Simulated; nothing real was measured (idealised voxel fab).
process module | voxel self aligned contacts
cross-section cut | 145 nm wide | cells 5 nm
A cross-section is a grid of square cells, given in bands from the top down. A band is one or more rows of cells.
Each band's line starts with the height of the band's top and of its bottom, in nm. Then come its materials from left to right, each with its width in nm. One material with "throughout" fills the band from edge to edge. "air" is empty space.
Height 0 is the level under which the wafer as received is all one material. The lowest band goes on downwards, as in "0 down".
A width such as "30 to 40" changes by the same amount from each row of cells to the next, from the band's top row to its bottom row.
"no change" after a step means that no cell of the cross-section changed.
closed voids: empty space of 8 cells or more with no open way to the top, each as width x height at its distance from the left edge, in nm
after a step's settings: what the simulator itself notes on the step
overlay nm, on a step with a mask: how far to the right of its planned place the mask lay; to the left if negative
plan
1 op RECEIVE | material Si
2 op CONFORMAL_DEP | material SiO2 | thk nm 5
3 op DIRECTIONAL_DEP | material polySi | thk nm 30
4 op DIRECTIONAL_DEP | material SiN | thk nm 20
5 op DIRECTIONAL_DEP | material aC | thk nm 15
6 op PATTERN | tone cover | mask id GATE | material resist | width nm 30 | pitch nm 55 | thk nm 30 | overlay nm 0
7 op DIRECTIONAL_ETCH | etch materials aC | depth nm 15
8 op STRIP | etch materials resist
9 op DIRECTIONAL_ETCH | etch materials SiN | depth nm 20
10 op DIRECTIONAL_ETCH | etch materials polySi | depth nm 30
11 op STRIP | etch materials aC
12 op CONFORMAL_DEP | material SiN | thk nm 5
13 op DIRECTIONAL_ETCH | etch materials SiN | depth nm 5
14 op FILL_DEP | material SiO2 | thk nm 10
15 op CMP | height nm 60
16 op MASKED_ETCH | tone open | mask id CONTACT | width nm 35 | etch materials SiO2 | depth nm 60 | overlay nm 0
17 op CONFORMAL_DEP | material TiN | thk nm 5
18 op FILL_DEP | material W | thk nm 10
19 op CMP | height nm 60
20 op CONFORMAL_DEP | material SiN | thk nm 5
as received, after step 1
  0 down: Si throughout
  closed voids: none
first wafer at the end, as planned
  65 to 60: SiN throughout
  60 to 55: SiO2 55 | TiN 15 | W 5 | TiN 15 | SiO2 55
  55 to 35: SiO2 25 | SiN 40 | TiN 5 | W 5 | TiN 5 | SiN 40 | SiO2 25
  35 to 5: SiO2 25 | SiN 5 | polySi 30 | SiN 5 | TiN 5 | W 5 | TiN 5 | SiN 5 | polySi 30 | SiN 5 | SiO2 25
  5 to 0: SiO2 65 | TiN 15 | SiO2 65
  0 down: Si throughout
  closed voids: none
second wafer at the end: like start, like plan, one mistake
  65 to 60: SiN throughout
  60 to 55: SiO2 60 | TiN 10 | W 5 | TiN 10 | SiO2 60
  55 to 35: SiO2 25 | SiN 40 | TiN 5 | W 5 | TiN 5 | SiN 40 | SiO2 25
  35 to 5: SiO2 25 | SiN 5 | polySi 30 | SiN 5 | TiN 5 | W 5 | TiN 5 | SiN 5 | polySi 30 | SiN 5 | SiO2 25
  5 to 0: SiO2 65 | TiN 15 | SiO2 65
  0 down: Si throughout
  closed voids: none
what went wrong: step 16 ran as: op MASKED_ETCH | tone open | mask id CONTACT | width nm 25 | etch materials SiO2 | depth nm 60 | overlay nm 0
at the end the second wafer has, in cells: 2 more of SiO2 | 2 fewer of TiN
